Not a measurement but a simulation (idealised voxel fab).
process module | voxel fin reveal
cross-section cut | 280 nm wide | cells 5 nm
A cross-section is a grid of square cells, given in bands from the top down. A band is one or more rows of cells.
Each band's line starts with the height of the band's top and of its bottom, in nm. Then come its materials from left to right, each with its width in nm. One material with "throughout" fills the band from edge to edge. "air" is empty space.
Height 0 is the level under which the wafer as received is all one material. The lowest band goes on downwards, as in "0 down".
A width such as "30 to 40" changes by the same amount from each row of cells to the next, from the band's top row to its bottom row.
"no change" after a step means that no cell of the cross-section changed.
closed voids: empty space of 8 cells or more with no open way to the top, each as width x height at its distance from the left edge, in nm
after a step's settings: what the simulator itself notes on the step
overlay nm, on a step with a mask: how far to the right of its planned place the mask lay; to the left if negative
plan
1 op RECEIVE | material Si
2 op CONFORMAL_DEP | material SiN | thk nm 5
3 op DIRECTIONAL_DEP | material aC | thk nm 15
4 op PATTERN | tone cover | mask id FINS | material resist | width nm 15 | pitch nm 40 | thk nm 30 | overlay nm 0
5 op DIRECTIONAL_ETCH | etch materials aC | depth nm 15
6 op STRIP | etch materials resist
7 op DIRECTIONAL_ETCH | etch materials SiN | depth nm 5
8 op DIRECTIONAL_ETCH | etch materials Si | depth nm 40
9 op STRIP | etch materials aC
10 op FILL_DEP | material SiO2 | thk nm 5
11 op CMP | height nm 5
12 op SELECTIVE_ETCH | etch materials SiO2 | depth nm 35
13 op STRIP | etch materials SiN
as received, after step 1
  0 down: Si throughout
  closed voids: none
a wafer at the end: this start, this plan, one mistake
  0 to -30: air 70 | Si 15 | air 25 | Si 15 | air 25 | Si 15 | air 25 | Si 15 | air 75
  -30 to -45: SiO2 70 | Si 15 | SiO2 25 | Si 15 | SiO2 25 | Si 15 | SiO2 25 | Si 15 | SiO2 75
  -45 down: Si throughout
  closed voids: none
what went wrong: step 8 ran as: op DIRECTIONAL_ETCH | etch materials Si | depth nm 45
